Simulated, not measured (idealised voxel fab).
process module | voxel local oxidation
cross-section cut | 210 nm wide | cells 5 nm
A cross-section is a grid of square cells, given in bands from the top down. A band is one or more rows of cells.
Each band's line starts with the height of the band's top and of its bottom, in nm. Then come its materials from left to right, each with its width in nm. One material with "throughout" fills the band from edge to edge. "air" is empty space.
Height 0 is the level under which the wafer as received is all one material. The lowest band goes on downwards, as in "0 down".
A width such as "30 to 40" changes by the same amount from each row of cells to the next, from the band's top row to its bottom row.
"no change" after a step means that no cell of the cross-section changed.
closed voids: empty space of 8 cells or more with no open way to the top, each as width x height at its distance from the left edge, in nm
after a step's settings: what the simulator itself notes on the step
overlay nm, on a step with a mask: how far to the right of its planned place the mask lay; to the left if negative
plan
1 op RECEIVE | material Si
2 op OXIDIZE | depth nm 5
3 op CONFORMAL_DEP | material SiN | thk nm 10
4 op MASKED_ETCH | tone cover | mask id ACTIVE | width nm 120 | etch materials SiN | depth nm 10 | overlay nm 0
5 op SELECTIVE_ETCH | etch materials SiO2 | depth nm 5
6 op OXIDIZE | depth nm 10
7 op STRIP | etch materials SiN
varied across the wafers: width nm of step 4. The plan shows the first wafer's value. All wafers start alike
first wafer as received, after step 1
  0 down: Si throughout
  closed voids: none
first wafer at the end, after step 7
  0 to -5: air 50 | SiO2 110 | air 50
  -5 to -15: SiO2 60 | Si 90 | SiO2 60
  -15 down: Si throughout
  closed voids: none
last wafer at the end
  0 to -5: air 40 | SiO2 135 | air 35
  -5 to -15: SiO2 50 | Si 115 | SiO2 45
  -15 down: Si throughout
  closed voids: none
each wafer at the end: cells of each material gained (+) or lost (-) since it was received, then its closed voids
width nm 120 | -90 Si | +70 SiO2 | closed voids: none
width nm 125 | -88 Si | +69 SiO2 | closed voids: none
width nm 130 | -86 Si | +68 SiO2 | closed voids: none
width nm 135 | -84 Si | +67 SiO2 | closed voids: none
width nm 140 | -82 Si | +66 SiO2 | closed voids: none
width nm 145 | -80 Si | +65 SiO2 | closed voids: none
